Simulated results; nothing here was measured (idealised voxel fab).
Process module under the name voxel released beams
Square cells of 5 nm make up the cross-section cut, whose width is 295 nm.
The cross-sections in this document take the form of a grid made of square cells. They are written out as bands, in order from top to bottom. Each band consists of one or more rows of cells. Quick guide to a band line: top height, bottom height (nm) up front; then every material left to right with its width in nm. Only one material and it's marked "full width"? Then it fills the band edge to edge. And "air" just means empty space. Basically, 0 is our baseline, since under it the wafer straight out of the box is all one material. The bottom band has no lower end and keeps on going down, so it looks like "from 0 down". Per-row width for "30 to 40": begins at first number (top row of band), ends at second number (bottom row), increment between rows held constant. "nothing got changed" after a step means that no cell of the cross-section changed. "Closed cavity list" - sealed voids, min. 8 cells, no opening to top; format: width x height at distance (distance from left edge; nm throughout). That trailing text on a step's line, after the settings, is the simulator's own remark on the step. "overlay nm" answers the question of how far to the right of plan the mask lay on a step that has a mask, and when it is negative the answer is to the left.
This section lists the process steps that were planned:
1,op RECEIVE | material Si
2,op CONFORMAL_DEP | material Al2O3 | thk nm 5
3,op DIRECTIONAL_DEP | material SiO2 | thk nm 15
4,op DIRECTIONAL_DEP | material aC | thk nm 15
5,op PATTERN | tone open | mask id ANCHOR | material resist | width nm 40 | thk nm 35 | overlay nm 0
6,op DIRECTIONAL_ETCH | etch materials aC | depth nm 15
7,op STRIP | etch materials resist
8,op DIRECTIONAL_ETCH | etch materials SiO2 | depth nm 15
9,op STRIP | etch materials aC
10,op CONFORMAL_DEP | material SiN | thk nm 15
11,op DIRECTIONAL_DEP | material aC | thk nm 15
12,op PATTERN | tone cover | mask id BEAM | material resist | width nm 95 | thk nm 30 | overlay nm 0
13,op DIRECTIONAL_ETCH | etch materials aC | depth nm 15
14,op STRIP | etch materials resist
15,op DIRECTIONAL_ETCH | etch materials SiN | depth nm 15
16,op STRIP | etch materials aC
17,op STRIP | etch materials SiO2
The following pertains to the first of two wafers, which was processed as planned:
Cross-sectional view of the wafer in its as-received condition, corresponding to the state after step 1:
    from 0 down = Si full width
    Closed cavity list: none
The wafer, seen in cross-section, after step 2:
    from 5 to 0 = Al2O3 full width
    Under the height 0 nothing was changed.
The wafer, seen in cross-section, after step 3:
    from 20 to 5 = SiO2 full width
    Under the height 5 nothing was changed.
The wafer, seen in cross-section, after step 4:
    from 35 to 20 = aC full width
    Under the height 20 nothing was changed.
The wafer, seen in cross-section, after step 5:
    from 70 to 35 = resist: 100, then air: 40, then resist: 155
    Under the height 35 nothing was changed.
The wafer, seen in cross-section, after step 6:
    from 55 to 35 = resist: 100, then air: 40, then resist: 155
    from 35 to 20 = aC: 100, then air: 40, then aC: 155
    Under the height 20 nothing was changed.
The wafer, seen in cross-section, after step 7:
    from 35 to 20 = aC: 100, then air: 40, then aC: 155
    Under the height 20 nothing was changed.
The wafer, seen in cross-section, after step 8:
    from 35 to 20 = aC: 100, then air: 40, then aC: 155
    from 20 to 5 = SiO2: 100, then air: 40, then SiO2: 155
    Under the height 5 nothing was changed.
The wafer, seen in cross-section, after step 9:
    from 20 to 5 = SiO2: 100, then air: 40, then SiO2: 155
    Under the height 5 nothing was changed.
The wafer, seen in cross-section, after step 10:
    from 35 to 20 = SiN: 115, then air: 10, then SiN: 170
    from 20 to 5 = SiO2: 100, then SiN: 40, then SiO2: 155
    Under the height 5 nothing was changed.
The wafer, seen in cross-section, after step 11:
    from 50 to 35 = aC: 115, then air: 10, then aC: 170
    from 35 to 20 = SiN: 115, then aC: 10, then SiN: 170
    Under the height 20 nothing was changed.
The wafer, seen in cross-section, after step 12:
    from 80 to 50 = air: 95, then resist: 95, then air: 105
    from 50 to 35 = aC: 115, then resist: 10, then aC: 170
    Under the height 35 nothing was changed.
The wafer, seen in cross-section, after step 13:
    from 65 to 50 = air: 95, then resist: 95, then air: 105
    from 50 to 35 = air: 95, then aC: 20, then resist: 10, then aC: 65, then air: 105
    Under the height 35 nothing was changed.
The wafer, seen in cross-section, after step 14:
    from 50 to 35 = air: 95, then aC: 20, then air: 10, then aC: 65, then air: 105
    Under the height 35 nothing was changed.
The wafer, seen in cross-section, after step 15:
    from 50 to 35 = air: 95, then aC: 20, then air: 10, then aC: 65, then air: 105
    from 35 to 20 = air: 95, then SiN: 20, then aC: 10, then SiN: 65, then air: 105
    Under the height 20 nothing was changed.
The wafer, seen in cross-section, after step 16:
    from 35 to 20 = air: 95, then SiN: 20, then air: 10, then SiN: 65, then air: 105
    Under the height 20 nothing was changed.
The wafer, seen in cross-section, after step 17:
    from 35 to 20 = air: 95, then SiN: 20, then air: 10, then SiN: 65, then air: 105
    from 20 to 5 = air: 100, then SiN: 40, then air: 155
    Under the height 5 nothing was changed.
What follows concerns the second wafer, which started out like the first and was meant to follow the very same plan; one mistake crept in when it was run, but everything up to and including step 1 is the same as for the first wafer:
The second wafer cut through, at the time step 2 was supposed to be finished: nothing got changed
The second wafer cut through, at the time step 3 was supposed to be finished:
    from 15 to 0 = SiO2 full width
    Under the height 0 nothing was changed.
The second wafer cut through, at the time step 4 was supposed to be finished:
    from 30 to 15 = aC full width
    Under the height 15 nothing was changed.
The second wafer cut through, at the time step 5 was supposed to be finished:
    from 65 to 30 = resist: 100, then air: 40, then resist: 155
    Under the height 30 nothing was changed.
The second wafer cut through, at the time step 6 was supposed to be finished:
    from 50 to 30 = resist: 100, then air: 40, then resist: 155
    from 30 to 15 = aC: 100, then air: 40, then aC: 155
    Under the height 15 nothing was changed.
The second wafer cut through, at the time step 7 was supposed to be finished:
    from 30 to 15 = aC: 100, then air: 40, then aC: 155
    Under the height 15 nothing was changed.
The second wafer cut through, at the time step 8 was supposed to be finished:
    from 30 to 15 = aC: 100, then air: 40, then aC: 155
    from 15 to 0 = SiO2: 100, then air: 40, then SiO2: 155
    Under the height 0 nothing was changed.
The second wafer cut through, at the time step 9 was supposed to be finished:
    from 15 to 0 = SiO2: 100, then air: 40, then SiO2: 155
    Under the height 0 nothing was changed.
The second wafer cut through, at the time step 10 was supposed to be finished:
    from 30 to 15 = SiN: 115, then air: 10, then SiN: 170
    from 15 to 0 = SiO2: 100, then SiN: 40, then SiO2: 155
    Under the height 0 nothing was changed.
The second wafer cut through, at the time step 11 was supposed to be finished:
    from 45 to 30 = aC: 115, then air: 10, then aC: 170
    from 30 to 15 = SiN: 115, then aC: 10, then SiN: 170
    Under the height 15 nothing was changed.
The second wafer cut through, at the time step 12 was supposed to be finished:
    from 75 to 45 = air: 95, then resist: 95, then air: 105
    from 45 to 30 = aC: 115, then resist: 10, then aC: 170
    Under the height 30 nothing was changed.
The second wafer cut through, at the time step 13 was supposed to be finished:
    from 60 to 45 = air: 95, then resist: 95, then air: 105
    from 45 to 30 = air: 95, then aC: 20, then resist: 10, then aC: 65, then air: 105
    Under the height 30 nothing was changed.
The second wafer cut through, at the time step 14 was supposed to be finished:
    from 45 to 30 = air: 95, then aC: 20, then air: 10, then aC: 65, then air: 105
    Under the height 30 nothing was changed.
The second wafer cut through, at the time step 15 was supposed to be finished:
    from 45 to 30 = air: 95, then aC: 20, then air: 10, then aC: 65, then air: 105
    from 30 to 15 = air: 95, then SiN: 20, then aC: 10, then SiN: 65, then air: 105
    Under the height 15 nothing was changed.
The second wafer cut through, at the time step 16 was supposed to be finished:
    from 30 to 15 = air: 95, then SiN: 20, then air: 10, then SiN: 65, then air: 105
    Under the height 15 nothing was changed.
The second wafer cut through, at the time step 17 was supposed to be finished:
    from 30 to 15 = air: 95, then SiN: 20, then air: 10, then SiN: 65, then air: 105
    from 15 to 0 = air: 100, then SiN: 40, then air: 155
    Under the height 0 nothing was changed.
Processing error: plan step 2 skipped
Upon completion, the second wafer contains, in terms of cells, a greater or smaller amount of certain materials than the first wafer: Al2O3: 59 fewer
